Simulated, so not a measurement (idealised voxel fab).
The following is a process module called voxel air gaps.
Section cut is 155 nm wide and gridded with 5 nm square cells.
Just so we're on the same page, the cross-sections are grids of square cells, and they're listed out in bands top to bottom, each band one or more rows deep. Quick guide to a band line: top height, bottom height (nm) up front; then every material left to right with its width in nm. Only one material and it's marked "all across"? Then it fills the band edge to edge. And "air" just means empty space. We count height from 0. Below that, the starting wafer is all one material. The lowest band never ends at the bottom but goes on down; see "0..down" for how that is written. You'd read "30 to 40" like this: the band's top row of cells is as wide as the first number, its bottom row is as wide as the second, and going down, every row changes width by the same amount as the row before did. What does "no alteration" mean for a step? It means no cell of the cross-section changed in that step. "Voids, sealed" - sealed voids, min. 8 cells, no opening to top; format: width x height at distance (distance from left edge; nm throughout). On each step's line, the part that comes after the settings is the simulator's own comment on the step. The setting "overlay nm" may be written on the line of a step. When the step uses a mask, the value reports how far to the right of the planned place the mask lay, and a negative value reports that it lay to the left.
Steps planned for the process:
| 1 | RECEIVE, material Si |
| 2 | CONFORMAL_DEP, material SiO2, thk nm 15 |
| 3 | CONFORMAL_DEP, material SiN, thk nm 5 |
| 4 | DIRECTIONAL_DEP, material lowk, thk nm 35 |
| 5 | DIRECTIONAL_DEP, material aC, thk nm 10 |
| 6 | PATTERN, tone open, mask id LINES, material resist, width nm 15, pitch nm 40, thk nm 30, overlay nm 0 |
| 7 | DIRECTIONAL_ETCH, etch materials aC, depth nm 10 |
| 8 | STRIP, etch materials resist |
| 9 | DIRECTIONAL_ETCH, etch materials lowk, depth nm 35 |
| 10 | STRIP, etch materials aC |
| 11 | CONFORMAL_DEP, material TiN, thk nm 5 |
| 12 | FILL_DEP, material Ru, thk nm 5 |
| 13 | CMP, height nm 55 |
| 14 | EPI, material Ru, thk nm 10 |
| 15 | SELECTIVE_ETCH, etch materials lowk, depth nm 45 |
| 16 | CONFORMAL_DEP, material SiN, thk nm 5 |
Incoming wafer in cross-section (state: after step 1):
    0..down = Si all across
    Voids, sealed: none
The first of the two wafers as seen in cross-section once the module was finished; processing followed the plan:
    70..65 = air 15 nm  SiN 125 nm  air 15 nm
    65..55 = air 15 nm  SiN 5 nm  Ru 35 nm  SiN 5 nm  Ru 35 nm  SiN 5 nm  Ru 35 nm  SiN 5 nm  air 15 nm
    55..50 = air 15 nm  SiN 15 nm  TiN 5 nm  Ru 5 nm  TiN 5 nm  SiN 25 nm  TiN 5 nm  Ru 5 nm  TiN 5 nm  SiN 25 nm  TiN 5 nm  Ru 5 nm  TiN 5 nm  SiN 15 nm  air 15 nm
    50..25 = air 25 nm  SiN 5 nm  TiN 5 nm  Ru 5 nm  TiN 5 nm  SiN 5 nm  air 15 nm  SiN 5 nm  TiN 5 nm  Ru 5 nm  TiN 5 nm  SiN 5 nm  air 15 nm  SiN 5 nm  TiN 5 nm  Ru 5 nm  TiN 5 nm  SiN 5 nm  air 25 nm
    25..20 = SiN 30 nm  TiN 15 nm  SiN 25 nm  TiN 15 nm  SiN 25 nm  TiN 15 nm  SiN 30 nm
    20..15 = SiN all across
    15..0 = SiO2 all across
    0..down = Si all across
    Voids, sealed: 15 x 25 at 50; 15 x 25 at 90
This is the second of the two wafers, cross-sectioned at the end of the module; it started exactly like the first and was given the same plan, but it was run with one mistake:
    70..65 = air 15 nm  SiN 130 nm  air 10 nm
    65..55 = air 15 nm  SiN 5 nm  Ru 120 nm  SiN 5 nm  air 10 nm
    55..50 = air 15 nm  SiN 15 nm  TiN 5 nm  Ru 10 nm  TiN 5 nm  lowk 20 nm  TiN 5 nm  Ru 10 nm  TiN 5 nm  lowk 20 nm  TiN 5 nm  Ru 10 nm  TiN 5 nm  SiN 15 nm  air 10 nm
    50..25 = air 25 nm  SiN 5 nm  TiN 5 nm  Ru 10 nm  TiN 5 nm  lowk 20 nm  TiN 5 nm  Ru 10 nm  TiN 5 nm  lowk 20 nm  TiN 5 nm  Ru 10 nm  TiN 5 nm  SiN 5 nm  air 20 nm
    25..20 = SiN 30 nm  TiN 20 nm  lowk 20 nm  TiN 20 nm  lowk 20 nm  TiN 20 nm  SiN 25 nm
    20..15 = SiN all across
    15..0 = SiO2 all across
    0..down = Si all across
    Voids, sealed: none
what went wrong: step 6 did not happen as planned, as run it was PATTERN, tone open, mask id LINES, material resist, width nm 20, pitch nm 40, thk nm 30, overlay nm 0
Counted in cells at the end, the second wafer holds more or fewer of these materials than the first: Ru: 24 more; SiN: 44 fewer; TiN: 3 more; lowk: 56 more
Final closed voids: first wafer 2, second wafer 0.
